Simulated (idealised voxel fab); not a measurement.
process module | voxel released beams
cross-section cut | 255 nm wide | cells 5 nm
A cross-section is a grid of square cells, given in bands from the top down. A band is one or more rows of cells.
Each band's line starts with the height of the band's top and of its bottom, in nm. Then come its materials from left to right, each with its width in nm. One material with "throughout" fills the band from edge to edge. "air" is empty space.
Height 0 is the level under which the wafer as received is all one material. The lowest band goes on downwards, as in "0 down".
A width such as "30 to 40" changes by the same amount from each row of cells to the next, from the band's top row to its bottom row.
"no change" after a step means that no cell of the cross-section changed.
closed voids: empty space of 8 cells or more with no open way to the top, each as width x height at its distance from the left edge, in nm
after a step's settings: what the simulator itself notes on the step
overlay nm, on a step with a mask: how far to the right of its planned place the mask lay; to the left if negative
plan
1 op RECEIVE | material Si
2 op CONFORMAL_DEP | material SiN | thk nm 5
3 op DIRECTIONAL_DEP | material SiO2 | thk nm 20
4 op MASKED_ETCH | tone open | mask id ANCHOR | width nm 35 | etch materials SiO2 | depth nm 20 | overlay nm 0
5 op CONFORMAL_DEP | material W | thk nm 10
6 op DIRECTIONAL_DEP | material aC | thk nm 15
7 op PATTERN | tone cover | mask id BEAM | material resist | width nm 85 | thk nm 30 | overlay nm 0
8 op DIRECTIONAL_ETCH | etch materials aC | depth nm 15
9 op STRIP | etch materials resist
10 op DIRECTIONAL_ETCH | etch materials W | depth nm 10
11 op STRIP | etch materials aC
12 op STRIP | etch materials SiO2
as received, after step 1
  0 down: Si throughout
  closed voids: none
first wafer at the end, as planned
  35 to 25: air 80 | W 15 | air 15 | W 55 | air 90
  25 to 15: air 85 | W 10 | air 15 | W 10 | air 135
  15 to 5: air 85 | W 35 | air 135
  5 to 0: SiN throughout
  0 down: Si throughout
  closed voids: none
second wafer at the end: like start, like plan, one mistake
  35 to 25: air 85 | W 10 | air 15 | W 60 | air 85
  25 to 15: air 85 | W 10 | air 15 | W 10 | air 135
  15 to 5: air 85 | W 35 | air 135
  5 to 0: SiN throughout
  0 down: Si throughout
  closed voids: none
what went wrong: step 7 ran as: op PATTERN | tone cover | mask id BEAM | material resist | width nm 85 | thk nm 30 | overlay nm 5
at the end the second wafer has, in cells: as many of each material as the first, in other places
